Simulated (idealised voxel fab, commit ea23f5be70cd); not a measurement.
The document below concerns the process module designated voxel self aligned vias.
Cross-section cut: width 235 nm, square cells of 5 nm.
The cross-sections in this document take the form of a grid made of square cells. They are written out as bands, in order from top to bottom. Each band consists of one or more rows of cells.
Band: top and bottom heights (nm) first, top before bottom; then materials from left to right, widths in nm. "full width" marks a sole material filling the band edge to edge. "air" denotes empty space.
A quick word on heights: they are counted from 0, and under that level the wafer as it came to us is one material throughout. The lowest band is different from the rest in having no bottom; it simply continues downward, written as in "top 0, no bottom".
With a width like "30 to 40", each row of cells in the band differs from the next by the same amount, the top row carrying the first number and the bottom row the second.
It should be understood that the words "remained the same", when stated for a given step, signify that the cross-section underwent no change in any of its cells during that step.
Closed empty spaces (no open way to the top) of 8 cells or more are what "Sealed void listing" lists, each as width x height at distance from the left edge, nm for all three.
Heads up: the bit after the settings on a step's line is the simulator's remark on that step.
"overlay nm" answers the question of how far to the right of plan the mask lay on a step that has a mask, and when it is negative the answer is to the left.
-- So here's the lineup of process steps we planned
| 1 | RECEIVE: material Si |
| 2 | CONFORMAL_DEP: material SiO2, thk nm 10 |
| 3 | CONFORMAL_DEP: material SiCN, thk nm 5 |
| 4 | DIRECTIONAL_DEP: material SiO2, thk nm 20 |
| 5 | PATTERN: tone open, mask id LINES, material resist, width nm 20, pitch nm 60, thk nm 20, overlay nm 0 |
| 6 | DIRECTIONAL_ETCH: etch materials SiO2, depth nm 20 |
| 7 | STRIP: etch materials resist |
| 8 | CONFORMAL_DEP: material TiN, thk nm 5 |
| 9 | FILL_DEP: material Ru, thk nm 5 |
| 10 | CMP: height nm 35 |
| 11 | SELECTIVE_ETCH: etch materials W Ru TiN, depth nm 10 |
| 12 | FILL_DEP: material SiN, thk nm 5 |
| 13 | CMP: height nm 35 |
| 14 | DIRECTIONAL_DEP: material SiO2, thk nm 20 |
| 15 | DIRECTIONAL_DEP: material aC, thk nm 15 |
| 16 | PATTERN: tone open, mask id VIAS, material resist, width nm 30, thk nm 35, overlay nm 0 |
| 17 | DIRECTIONAL_ETCH: etch materials aC, depth nm 15 |
| 18 | STRIP: etch materials resist |
| 19 | DIRECTIONAL_ETCH: etch materials SiO2, depth nm 20 |
| 20 | DIRECTIONAL_ETCH: etch materials SiN, depth nm 10 |
| 21 | STRIP: etch materials aC |
| 22 | CONFORMAL_DEP: material TiN, thk nm 5 |
| 23 | FILL_DEP: material Ru, thk nm 5 |
| 24 | CMP: height nm 55 |
| 25 | CONFORMAL_DEP: material SiN, thk nm 5 |
-- On the first of the two wafers: run conducted according to plan
-- Cross-section: wafer on arrival = after step 1
* top 0, no bottom  Si full width
* Sealed void listing: none
-- Sectional view: wafer, after step 2
* top 10, bottom 0  SiO2 full width
* Rest of section, below 0: as before.
-- Sectional view: wafer, after step 3
* top 15, bottom 10  SiCN full width
* Rest of section, below 10: as before.
-- Sectional view: wafer, after step 4
* top 35, bottom 15  SiO2 full width
* Rest of section, below 15: as before.
-- Sectional view: wafer, after step 5
* top 55, bottom 35  75 of resist | 20 of air | 40 of resist | 20 of air | 80 of resist
* Rest of section, below 35: as before.
-- Sectional view: wafer, after step 6
* top 55, bottom 35  75 of resist | 20 of air | 40 of resist | 20 of air | 80 of resist
* top 35, bottom 15  75 of SiO2 | 20 of air | 40 of SiO2 | 20 of air | 80 of SiO2
* Rest of section, below 15: as before.
-- Sectional view: wafer, after step 7
* top 35, bottom 15  75 of SiO2 | 20 of air | 40 of SiO2 | 20 of air | 80 of SiO2
* Rest of section, below 15: as before.
-- Sectional view: wafer, after step 8
* top 40, bottom 35  80 of TiN | 10 of air | 50 of TiN | 10 of air | 85 of TiN
* top 35, bottom 20  75 of SiO2 | 5 of TiN | 10 of air | 5 of TiN | 40 of SiO2 | 5 of TiN | 10 of air | 5 of TiN | 80 of SiO2
* top 20, bottom 15  75 of SiO2 | 20 of TiN | 40 of SiO2 | 20 of TiN | 80 of SiO2
* Rest of section, below 15: as before.
-- Sectional view: wafer, after step 9
* top 45, bottom 40  Ru full width
* top 40, bottom 35  80 of TiN | 10 of Ru | 50 of TiN | 10 of Ru | 85 of TiN
* top 35, bottom 20  75 of SiO2 | 5 of TiN | 10 of Ru | 5 of TiN | 40 of SiO2 | 5 of TiN | 10 of Ru | 5 of TiN | 80 of SiO2
* Rest of section, below 20: as before.
-- Sectional view: wafer, after step 10
* top 35, bottom 20  75 of SiO2 | 5 of TiN | 10 of Ru | 5 of TiN | 40 of SiO2 | 5 of TiN | 10 of Ru | 5 of TiN | 80 of SiO2
* Rest of section, below 20: as before.
-- Sectional view: wafer, after step 11
* top 35, bottom 25  75 of SiO2 | 20 of air | 40 of SiO2 | 20 of air | 80 of SiO2
* Rest of section, below 25: as before.
-- Sectional view: wafer, after step 12
* top 40, bottom 35  SiN full width
* top 35, bottom 25  75 of SiO2 | 20 of SiN | 40 of SiO2 | 20 of SiN | 80 of SiO2
* Rest of section, below 25: as before.
-- Sectional view: wafer, after step 13
* top 35, bottom 25  75 of SiO2 | 20 of SiN | 40 of SiO2 | 20 of SiN | 80 of SiO2
* Rest of section, below 25: as before.
-- Sectional view: wafer, after step 14
* top 55, bottom 35  SiO2 full width
* Rest of section, below 35: as before.
-- Sectional view: wafer, after step 15
* top 70, bottom 55  aC full width
* Rest of section, below 55: as before.
-- Sectional view: wafer, after step 16
* top 105, bottom 70  70 of resist | 30 of air | 135 of resist
* Rest of section, below 70: as before.
-- Sectional view: wafer, after step 17
* top 90, bottom 70  70 of resist | 30 of air | 135 of resist
* top 70, bottom 55  70 of aC | 30 of air | 135 of aC
* Rest of section, below 55: as before.
-- Sectional view: wafer, after step 18
* top 70, bottom 55  70 of aC | 30 of air | 135 of aC
* Rest of section, below 55: as before.
-- Sectional view: wafer, after step 19
* top 70, bottom 55  70 of aC | 30 of air | 135 of aC
* top 55, bottom 35  70 of SiO2 | 30 of air | 135 of SiO2
* Rest of section, below 35: as before.
-- Sectional view: wafer, after step 20
* top 70, bottom 55  70 of aC | 30 of air | 135 of aC
* top 55, bottom 35  70 of SiO2 | 30 of air | 135 of SiO2
* top 35, bottom 25  75 of SiO2 | 20 of air | 40 of SiO2 | 20 of SiN | 80 of SiO2
* Rest of section, below 25: as before.
-- Sectional view: wafer, after step 21
* top 55, bottom 35  70 of SiO2 | 30 of air | 135 of SiO2
* Rest of section, below 35: as before.
-- Sectional view: wafer, after step 22
* top 60, bottom 55  75 of TiN | 20 of air | 140 of TiN
* top 55, bottom 40  70 of SiO2 | 5 of TiN | 20 of air | 5 of TiN | 135 of SiO2
* top 40, bottom 35  70 of SiO2 | 10 of TiN | 10 of air | 10 of TiN | 135 of SiO2
* top 35, bottom 30  75 of SiO2 | 5 of TiN | 10 of air | 5 of TiN | 40 of SiO2 | 20 of SiN | 80 of SiO2
* top 30, bottom 25  75 of SiO2 | 20 of TiN | 40 of SiO2 | 20 of SiN | 80 of SiO2
* Rest of section, below 25: as before.
-- Sectional view: wafer, after step 23
* top 65, bottom 60  Ru full width
* top 60, bottom 55  75 of TiN | 20 of Ru | 140 of TiN
* top 55, bottom 40  70 of SiO2 | 5 of TiN | 20 of Ru | 5 of TiN | 135 of SiO2
* top 40, bottom 35  70 of SiO2 | 10 of TiN | 10 of Ru | 10 of TiN | 135 of SiO2
* top 35, bottom 30  75 of SiO2 | 5 of TiN | 10 of Ru | 5 of TiN | 40 of SiO2 | 20 of SiN | 80 of SiO2
* Rest of section, below 30: as before.
-- Sectional view: wafer, after step 24
* top 55, bottom 40  70 of SiO2 | 5 of TiN | 20 of Ru | 5 of TiN | 135 of SiO2
* Rest of section, below 40: as before.
-- Sectional view: wafer, after step 25
* top 60, bottom 55  SiN full width
* Rest of section, below 55: as before.
-- Second wafer: same start and same plan as the first, one execution error; identical to the first through step 13
-- Second wafer, section view, time point: scheduled end of step 14
* top 45, bottom 35  SiO2 full width
* Rest of section, below 35: as before.
-- Second wafer, section view, time point: scheduled end of step 15
* top 60, bottom 45  aC full width
* Rest of section, below 45: as before.
-- Second wafer, section view, time point: scheduled end of step 16
* top 95, bottom 60  70 of resist | 30 of air | 135 of resist
* Rest of section, below 60: as before.
-- Second wafer, section view, time point: scheduled end of step 17
* top 80, bottom 60  70 of resist | 30 of air | 135 of resist
* top 60, bottom 45  70 of aC | 30 of air | 135 of aC
* Rest of section, below 45: as before.
-- Second wafer, section view, time point: scheduled end of step 18
* top 60, bottom 45  70 of aC | 30 of air | 135 of aC
* Rest of section, below 45: as before.
-- Second wafer, section view, time point: scheduled end of step 19
* top 60, bottom 45  70 of aC | 30 of air | 135 of aC
* top 45, bottom 35  70 of SiO2 | 30 of air | 135 of SiO2
* top 35, bottom 25  70 of SiO2 | 5 of air | 20 of SiN | 5 of air | 35 of SiO2 | 20 of SiN | 80 of SiO2
* Rest of section, below 25: as before.
-- Second wafer, section view, time point: scheduled end of step 20
* top 60, bottom 45  70 of aC | 30 of air | 135 of aC
* top 45, bottom 35  70 of SiO2 | 30 of air | 135 of SiO2
* top 35, bottom 25  70 of SiO2 | 30 of air | 35 of SiO2 | 20 of SiN | 80 of SiO2
* Rest of section, below 25: as before.
-- Second wafer, section view, time point: scheduled end of step 21
* top 45, bottom 35  70 of SiO2 | 30 of air | 135 of SiO2
* Rest of section, below 35: as before.
-- Second wafer, section view, time point: scheduled end of step 22
* top 50, bottom 45  75 of TiN | 20 of air | 140 of TiN
* top 45, bottom 35  70 of SiO2 | 5 of TiN | 20 of air | 5 of TiN | 135 of SiO2
* top 35, bottom 30  70 of SiO2 | 5 of TiN | 20 of air | 5 of TiN | 35 of SiO2 | 20 of SiN | 80 of SiO2
* top 30, bottom 25  70 of SiO2 | 30 of TiN | 35 of SiO2 | 20 of SiN | 80 of SiO2
* Rest of section, below 25: as before.
-- Second wafer, section view, time point: scheduled end of step 23
* top 55, bottom 50  Ru full width
* top 50, bottom 45  75 of TiN | 20 of Ru | 140 of TiN
* top 45, bottom 35  70 of SiO2 | 5 of TiN | 20 of Ru | 5 of TiN | 135 of SiO2
* top 35, bottom 30  70 of SiO2 | 5 of TiN | 20 of Ru | 5 of TiN | 35 of SiO2 | 20 of SiN | 80 of SiO2
* Rest of section, below 30: as before.
Second wafer, section view, time point: scheduled end of step 24: remained the same
-- Second wafer, section view, time point: scheduled end of step 25
* top 60, bottom 55  SiN full width
* Rest of section, below 55: as before.
Short version of what went wrong: for step 14, the planned setting was not used; the step was instead run as DIRECTIONAL_DEP: material SiO2, thk nm 10
It is noted that, at the conclusion of processing, the second wafer exhibits a higher or lower cell count for certain materials relative to the first: +47 Ru, -86 SiO2, +39 TiN
